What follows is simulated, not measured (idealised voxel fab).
Proc. module: voxel self aligned vias
We display cut, a cross-section 260 nm in width whose square cells are each 5 nm.
A cross-section in this document is a grid of square cells, and it is written down as bands, the top band listed before the ones below it; a band is made up of one or more rows of cells. Heads up on the band format: heights come first, top then bottom, in nm. After that it's the materials left to right, each with its width in nm. A single material flagged "full width" fills the whole band edge to edge, and "blank" means there's empty space there. We count height from 0. Below that, the starting wafer is all one material. The lowest band never ends at the bottom but goes on down; see "0..down" for how that is written. A width given as "30..40" starts at the first number in the band's top row and ends at the second number in its bottom row, shifting by an equal amount at every step from row to row. The cross-section has no changed cell in any step marked "nothing altered". You'll see "Trapped void list" listing empty spaces that have no way open to the top, as long as they're 8 cells or more; the notation is width x height at distance, where the distance is from the left edge, and all of it is in nm. It should be noted that, on the line of a given step, the content following the step's settings is a remark produced by the simulator itself with respect to that step. "overlay nm" on a masked step: distance the mask lay right of its planned place, negative for left.
SET OUT BELOW ARE THE PLANNED STEPS OF THE PROCESS
| 1 | RECEIVE: material Si |
| 2 | CONFORMAL_DEP: material SiO2, thk nm 15 |
| 3 | CONFORMAL_DEP: material SiCN, thk nm 5 |
| 4 | DIRECTIONAL_DEP: material SiO2, thk nm 20 |
| 5 | DIRECTIONAL_DEP: material aC, thk nm 10 |
| 6 | PATTERN: tone open, mask id LINES, material resist, width nm 30, pitch nm 60, thk nm 25, overlay nm 0 |
| 7 | DIRECTIONAL_ETCH: etch materials aC, depth nm 10 |
| 8 | STRIP: etch materials resist |
| 9 | DIRECTIONAL_ETCH: etch materials SiO2, depth nm 20 |
| 10 | STRIP: etch materials aC |
| 11 | CONFORMAL_DEP: material TiN, thk nm 5 |
| 12 | FILL_DEP: material Ru, thk nm 5 |
| 13 | CMP: height nm 40 |
| 14 | SELECTIVE_ETCH: etch materials W Ru TiN, depth nm 5 |
| 15 | FILL_DEP: material SiN, thk nm 10 |
| 16 | CMP: height nm 40 |
| 17 | DIRECTIONAL_DEP: material SiO2, thk nm 15 |
| 18 | MASKED_ETCH: tone open, mask id VIAS, width nm 40, pitch nm 120, etch materials SiO2, depth nm 15, overlay nm 0 |
| 19 | MASKED_ETCH: tone open, mask id VIAS, width nm 40, pitch nm 120, etch materials SiN, depth nm 5, overlay nm 0 |
| 20 | CONFORMAL_DEP: material TiN, thk nm 5 |
| 21 | FILL_DEP: material Ru, thk nm 10 |
| 22 | CMP: height nm 55 |
| 23 | CONFORMAL_DEP: material SiN, thk nm 5 |
FIRST WAFER OUT OF TWO, PROCESSED AS PLANNED
RECEIVED-STATE CROSS-SECTION, REFLECTING COMPLETION OF STEP 1
* 0..down: Si full width
* Trapped void list: none
PRESENTED HERE IS A CROSS-SECTION OF THE WAFER AFTER STEP 2 HAS BEEN PERFORMED
* 15..0: SiO2 full width
* For the remainder of the cross-section, below 0, there is no change.
PRESENTED HERE IS A CROSS-SECTION OF THE WAFER AFTER STEP 3 HAS BEEN PERFORMED
* 20..15: SiCN full width
* For the remainder of the cross-section, below 15, there is no change.
PRESENTED HERE IS A CROSS-SECTION OF THE WAFER AFTER STEP 4 HAS BEEN PERFORMED
* 40..20: SiO2 full width
* For the remainder of the cross-section, below 20, there is no change.
PRESENTED HERE IS A CROSS-SECTION OF THE WAFER AFTER STEP 5 HAS BEEN PERFORMED
* 50..40: aC full width
* For the remainder of the cross-section, below 40, there is no change.
PRESENTED HERE IS A CROSS-SECTION OF THE WAFER AFTER STEP 6 HAS BEEN PERFORMED
* 75..50: resist 55 nm / blank 30 nm / resist 30 nm / blank 30 nm / resist 30 nm / blank 30 nm / resist 55 nm
* For the remainder of the cross-section, below 50, there is no change.
PRESENTED HERE IS A CROSS-SECTION OF THE WAFER AFTER STEP 7 HAS BEEN PERFORMED
* 65..50: resist 55 nm / blank 30 nm / resist 30 nm / blank 30 nm / resist 30 nm / blank 30 nm / resist 55 nm
* 50..40: aC 55 nm / blank 30 nm / aC 30 nm / blank 30 nm / aC 30 nm / blank 30 nm / aC 55 nm
* For the remainder of the cross-section, below 40, there is no change.
PRESENTED HERE IS A CROSS-SECTION OF THE WAFER AFTER STEP 8 HAS BEEN PERFORMED
* 50..40: aC 55 nm / blank 30 nm / aC 30 nm / blank 30 nm / aC 30 nm / blank 30 nm / aC 55 nm
* For the remainder of the cross-section, below 40, there is no change.
PRESENTED HERE IS A CROSS-SECTION OF THE WAFER AFTER STEP 9 HAS BEEN PERFORMED
* 50..40: aC 55 nm / blank 30 nm / aC 30 nm / blank 30 nm / aC 30 nm / blank 30 nm / aC 55 nm
* 40..20: SiO2 55 nm / blank 30 nm / SiO2 30 nm / blank 30 nm / SiO2 30 nm / blank 30 nm / SiO2 55 nm
* For the remainder of the cross-section, below 20, there is no change.
PRESENTED HERE IS A CROSS-SECTION OF THE WAFER AFTER STEP 10 HAS BEEN PERFORMED
* 40..20: SiO2 55 nm / blank 30 nm / SiO2 30 nm / blank 30 nm / SiO2 30 nm / blank 30 nm / SiO2 55 nm
* For the remainder of the cross-section, below 20, there is no change.
PRESENTED HERE IS A CROSS-SECTION OF THE WAFER AFTER STEP 11 HAS BEEN PERFORMED
* 45..40: TiN 60 nm / blank 20 nm / TiN 40 nm / blank 20 nm / TiN 40 nm / blank 20 nm / TiN 60 nm
* 40..25: SiO2 55 nm / TiN 5 nm / blank 20 nm / TiN 5 nm / SiO2 30 nm / TiN 5 nm / blank 20 nm / TiN 5 nm / SiO2 30 nm / TiN 5 nm / blank 20 nm / TiN 5 nm / SiO2 55 nm
* 25..20: SiO2 55 nm / TiN 30 nm / SiO2 30 nm / TiN 30 nm / SiO2 30 nm / TiN 30 nm / SiO2 55 nm
* For the remainder of the cross-section, below 20, there is no change.
PRESENTED HERE IS A CROSS-SECTION OF THE WAFER AFTER STEP 12 HAS BEEN PERFORMED
* 50..45: Ru full width
* 45..40: TiN 60 nm / Ru 20 nm / TiN 40 nm / Ru 20 nm / TiN 40 nm / Ru 20 nm / TiN 60 nm
* 40..25: SiO2 55 nm / TiN 5 nm / Ru 20 nm / TiN 5 nm / SiO2 30 nm / TiN 5 nm / Ru 20 nm / TiN 5 nm / SiO2 30 nm / TiN 5 nm / Ru 20 nm / TiN 5 nm / SiO2 55 nm
* For the remainder of the cross-section, below 25, there is no change.
PRESENTED HERE IS A CROSS-SECTION OF THE WAFER AFTER STEP 13 HAS BEEN PERFORMED
* 40..25: SiO2 55 nm / TiN 5 nm / Ru 20 nm / TiN 5 nm / SiO2 30 nm / TiN 5 nm / Ru 20 nm / TiN 5 nm / SiO2 30 nm / TiN 5 nm / Ru 20 nm / TiN 5 nm / SiO2 55 nm
* For the remainder of the cross-section, below 25, there is no change.
PRESENTED HERE IS A CROSS-SECTION OF THE WAFER AFTER STEP 14 HAS BEEN PERFORMED
* 40..35: SiO2 55 nm / blank 30 nm / SiO2 30 nm / blank 30 nm / SiO2 30 nm / blank 30 nm / SiO2 55 nm
* For the remainder of the cross-section, below 35, there is no change.
PRESENTED HERE IS A CROSS-SECTION OF THE WAFER AFTER STEP 15 HAS BEEN PERFORMED
* 50..40: SiN full width
* 40..35: SiO2 55 nm / SiN 30 nm / SiO2 30 nm / SiN 30 nm / SiO2 30 nm / SiN 30 nm / SiO2 55 nm
* For the remainder of the cross-section, below 35, there is no change.
PRESENTED HERE IS A CROSS-SECTION OF THE WAFER AFTER STEP 16 HAS BEEN PERFORMED
* 40..35: SiO2 55 nm / SiN 30 nm / SiO2 30 nm / SiN 30 nm / SiO2 30 nm / SiN 30 nm / SiO2 55 nm
* For the remainder of the cross-section, below 35, there is no change.
PRESENTED HERE IS A CROSS-SECTION OF THE WAFER AFTER STEP 17 HAS BEEN PERFORMED
* 55..40: SiO2 full width
* For the remainder of the cross-section, below 40, there is no change.
PRESENTED HERE IS A CROSS-SECTION OF THE WAFER AFTER STEP 18 HAS BEEN PERFORMED
* 55..40: SiO2 50 nm / blank 40 nm / SiO2 80 nm / blank 40 nm / SiO2 50 nm
* For the remainder of the cross-section, below 40, there is no change.
PRESENTED HERE IS A CROSS-SECTION OF THE WAFER AFTER STEP 19 HAS BEEN PERFORMED
* 55..40: SiO2 50 nm / blank 40 nm / SiO2 80 nm / blank 40 nm / SiO2 50 nm
* 40..35: SiO2 55 nm / blank 30 nm / SiO2 30 nm / SiN 30 nm / SiO2 30 nm / blank 30 nm / SiO2 55 nm
* For the remainder of the cross-section, below 35, there is no change.
PRESENTED HERE IS A CROSS-SECTION OF THE WAFER AFTER STEP 20 HAS BEEN PERFORMED
* 60..55: TiN 55 nm / blank 30 nm / TiN 90 nm / blank 30 nm / TiN 55 nm
* 55..45: SiO2 50 nm / TiN 5 nm / blank 30 nm / TiN 5 nm / SiO2 80 nm / TiN 5 nm / blank 30 nm / TiN 5 nm / SiO2 50 nm
* 45..40: SiO2 50 nm / TiN 10 nm / blank 20 nm / TiN 10 nm / SiO2 80 nm / TiN 10 nm / blank 20 nm / TiN 10 nm / SiO2 50 nm
* 40..35: SiO2 55 nm / TiN 30 nm / SiO2 30 nm / SiN 30 nm / SiO2 30 nm / TiN 30 nm / SiO2 55 nm
* For the remainder of the cross-section, below 35, there is no change.
PRESENTED HERE IS A CROSS-SECTION OF THE WAFER AFTER STEP 21 HAS BEEN PERFORMED
* 70..60: Ru full width
* 60..55: TiN 55 nm / Ru 30 nm / TiN 90 nm / Ru 30 nm / TiN 55 nm
* 55..45: SiO2 50 nm / TiN 5 nm / Ru 30 nm / TiN 5 nm / SiO2 80 nm / TiN 5 nm / Ru 30 nm / TiN 5 nm / SiO2 50 nm
* 45..40: SiO2 50 nm / TiN 10 nm / Ru 20 nm / TiN 10 nm / SiO2 80 nm / TiN 10 nm / Ru 20 nm / TiN 10 nm / SiO2 50 nm
* For the remainder of the cross-section, below 40, there is no change.
PRESENTED HERE IS A CROSS-SECTION OF THE WAFER AFTER STEP 22 HAS BEEN PERFORMED
* 55..45: SiO2 50 nm / TiN 5 nm / Ru 30 nm / TiN 5 nm / SiO2 80 nm / TiN 5 nm / Ru 30 nm / TiN 5 nm / SiO2 50 nm
* For the remainder of the cross-section, below 45, there is no change.
PRESENTED HERE IS A CROSS-SECTION OF THE WAFER AFTER STEP 23 HAS BEEN PERFORMED
* 60..55: SiN full width
* For the remainder of the cross-section, below 55, there is no change.
IT IS TO BE NOTED THAT THE SECOND WAFER PROCEEDED FROM THE SAME INITIAL STATE AND ACCORDING TO THE SAME PLAN AS THE FIRST, ALTHOUGH ONE MISTAKE WAS COMMITTED IN ITS EXECUTION; THROUGH STEP 21, INCLUSIVE, THE TWO WAFERS SHARE AN IDENTICAL HISTORY
Cross-section of the second wafer at the time step 22 of the plan should have ended: nothing altered
CROSS-SECTION OF THE SECOND WAFER AT THE TIME STEP 23 OF THE PLAN SHOULD HAVE ENDED
* 75..70: SiN full width
* For the remainder of the cross-section, below 70, there is no change.
What went wrong in running the wafer? step 22 of the plan was jumped over and never run
FYI, end of process, the second wafer has more or fewer cells of some materials than the first: 116 more of Ru, 40 more of TiN
